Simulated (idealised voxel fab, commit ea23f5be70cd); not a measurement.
Presented below is a process module, voxel trench capacitor.
Shown is cross-section cut, with a width of 185 nm and square cells of size 5 nm.
Just so we're on the same page, the cross-sections are grids of square cells, and they're listed out in bands top to bottom, each band one or more rows deep. Heads up on the band format: heights come first, top then bottom, in nm. After that it's the materials left to right, each with its width in nm. A single material flagged "full width" fills the whole band edge to edge, and "air" means there's empty space there. Height datum 0, below which the as-received substrate wafer is one material. Lowest band open at the bottom, running downward: "0 down". Quick explanation for "30 to 40": the width changes in equal steps down the rows of cells, from the first number in the band's top row to the second number in its bottom row. The cross-section has no changed cell in any step marked "no alterations made". "Sealed internal voids" contains a list of empty spaces, each no smaller than 8 cells and without an open way to the top, written in the form width x height at distance with the distance from the left edge and all three in nm. Heads up: the bit after the settings on a step's line is the simulator's remark on that step. The line of a step may include "overlay nm". On a step with a mask, this value is how far to the right of its planned place the mask lay. A negative value means the mask lay to the left.
LIST OF PLANNED PROCESS STEPS
1 RECEIVE (material Si)
2 CONFORMAL_DEP (material SiN; thk nm 10)
3 PATTERN (tone open; mask id TRENCH; material resist; width nm 15; pitch nm 40; thk nm 15; overlay nm 0)
4 DIRECTIONAL_ETCH (etch materials SiN; depth nm 10)
5 DIRECTIONAL_ETCH (etch materials Si; depth nm 30)
6 STRIP (etch materials resist)
7 CONFORMAL_DEP (material Al2O3; thk nm 5)
8 FILL_DEP (material polySi; thk nm 5)
9 CMP (height nm 10)
SO, THE FIRST OF OUR TWO WAFERS, RUN JUST AS WE PLANNED IT
AS RECEIVED, AFTER STEP 1
    0 down  Si full width
    Sealed internal voids: none
HOW THE WAFER STANDS IN SECTION AFTER STEP 2
    10 to 0  SiN full width
    Below 0, the layers are the same as they were.
HOW THE WAFER STANDS IN SECTION AFTER STEP 3
    25 to 10  resist 25, then air 15, then resist 25, then air 15, then resist 25, then air 15, then resist 25, then air 15, then resist 25
    Below 10, the layers are the same as they were.
HOW THE WAFER STANDS IN SECTION AFTER STEP 4
    25 to 10  resist 25, then air 15, then resist 25, then air 15, then resist 25, then air 15, then resist 25, then air 15, then resist 25
    10 to 0  SiN 25, then air 15, then SiN 25, then air 15, then SiN 25, then air 15, then SiN 25, then air 15, then SiN 25
    Below 0, the layers are the same as they were.
HOW THE WAFER STANDS IN SECTION AFTER STEP 5
    25 to 10  resist 25, then air 15, then resist 25, then air 15, then resist 25, then air 15, then resist 25, then air 15, then resist 25
    10 to 0  SiN 25, then air 15, then SiN 25, then air 15, then SiN 25, then air 15, then SiN 25, then air 15, then SiN 25
    0 to -30  Si 25, then air 15, then Si 25, then air 15, then Si 25, then air 15, then Si 25, then air 15, then Si 25
    Below -30, the layers are the same as they were.
HOW THE WAFER STANDS IN SECTION AFTER STEP 6
    10 to 0  SiN 25, then air 15, then SiN 25, then air 15, then SiN 25, then air 15, then SiN 25, then air 15, then SiN 25
    Below 0, the layers are the same as they were.
HOW THE WAFER STANDS IN SECTION AFTER STEP 7
    15 to 10  Al2O3 30, then air 5, then Al2O3 35, then air 5, then Al2O3 35, then air 5, then Al2O3 35, then air 5, then Al2O3 30
    10 to 0  SiN 25, then Al2O3 5, then air 5, then Al2O3 5, then SiN 25, then Al2O3 5, then air 5, then Al2O3 5, then SiN 25, then Al2O3 5, then air 5, then Al2O3 5, then SiN 25, then Al2O3 5, then air 5, then Al2O3 5, then SiN 25
    0 to -25  Si 25, then Al2O3 5, then air 5, then Al2O3 5, then Si 25, then Al2O3 5, then air 5, then Al2O3 5, then Si 25, then Al2O3 5, then air 5, then Al2O3 5, then Si 25, then Al2O3 5, then air 5, then Al2O3 5, then Si 25
    -25 to -30  Si 25, then Al2O3 15, then Si 25, then Al2O3 15, then Si 25, then Al2O3 15, then Si 25, then Al2O3 15, then Si 25
    Below -30, the layers are the same as they were.
HOW THE WAFER STANDS IN SECTION AFTER STEP 8
    20 to 15  polySi full width
    15 to 10  Al2O3 30, then polySi 5, then Al2O3 35, then polySi 5, then Al2O3 35, then polySi 5, then Al2O3 35, then polySi 5, then Al2O3 30
    10 to 0  SiN 25, then Al2O3 5, then polySi 5, then Al2O3 5, then SiN 25, then Al2O3 5, then polySi 5, then Al2O3 5, then SiN 25, then Al2O3 5, then polySi 5, then Al2O3 5, then SiN 25, then Al2O3 5, then polySi 5, then Al2O3 5, then SiN 25
    0 to -25  Si 25, then Al2O3 5, then polySi 5, then Al2O3 5, then Si 25, then Al2O3 5, then polySi 5, then Al2O3 5, then Si 25, then Al2O3 5, then polySi 5, then Al2O3 5, then Si 25, then Al2O3 5, then polySi 5, then Al2O3 5, then Si 25
    Below -25, the layers are the same as they were.
HOW THE WAFER STANDS IN SECTION AFTER STEP 9
    10 to 0  SiN 25, then Al2O3 5, then polySi 5, then Al2O3 5, then SiN 25, then Al2O3 5, then polySi 5, then Al2O3 5, then SiN 25, then Al2O3 5, then polySi 5, then Al2O3 5, then SiN 25, then Al2O3 5, then polySi 5, then Al2O3 5, then SiN 25
    Below 0, the layers are the same as they were.
SECOND WAFER, SAME STARTING CONDITIONS AND RECIPE AS THE FIRST, ONE MISTAKE IN EXECUTING IT, NOTHING DIFFERS FROM THE FIRST UP TO AND INCLUDING STEP 6
CROSS-SECTIONAL REPRESENTATION OF THE SECOND WAFER AT THE TIME DESIGNATED IN THE PLAN FOR THE COMPLETION OF STEP 7
    15 to 0  SiN 30, then air 5, then SiN 35, then air 5, then SiN 35, then air 5, then SiN 35, then air 5, then SiN 30
    0 to -25  Si 25, then SiN 5, then air 5, then SiN 5, then Si 25, then SiN 5, then air 5, then SiN 5, then Si 25, then SiN 5, then air 5, then SiN 5, then Si 25, then SiN 5, then air 5, then SiN 5, then Si 25
    -25 to -30  Si 25, then SiN 15, then Si 25, then SiN 15, then Si 25, then SiN 15, then Si 25, then SiN 15, then Si 25
    Below -30, the layers are the same as they were.
CROSS-SECTIONAL REPRESENTATION OF THE SECOND WAFER AT THE TIME DESIGNATED IN THE PLAN FOR THE COMPLETION OF STEP 8
    20 to 15  polySi full width
    15 to 0  SiN 30, then polySi 5, then SiN 35, then polySi 5, then SiN 35, then polySi 5, then SiN 35, then polySi 5, then SiN 30
    0 to -25  Si 25, then SiN 5, then polySi 5, then SiN 5, then Si 25, then SiN 5, then polySi 5, then SiN 5, then Si 25, then SiN 5, then polySi 5, then SiN 5, then Si 25, then SiN 5, then polySi 5, then SiN 5, then Si 25
    Below -25, the layers are the same as they were.
CROSS-SECTIONAL REPRESENTATION OF THE SECOND WAFER AT THE TIME DESIGNATED IN THE PLAN FOR THE COMPLETION OF STEP 9
    10 to 0  SiN 30, then polySi 5, then SiN 35, then polySi 5, then SiN 35, then polySi 5, then SiN 35, then polySi 5, then SiN 30
    Below 0, the layers are the same as they were.
Error vs. plan: planned and actual differ for step 7; actual: CONFORMAL_DEP (material SiN; thk nm 5)
Final difference in cells, second wafer against first, listed per material as more or fewer: Al2O3 -68; SiN +68
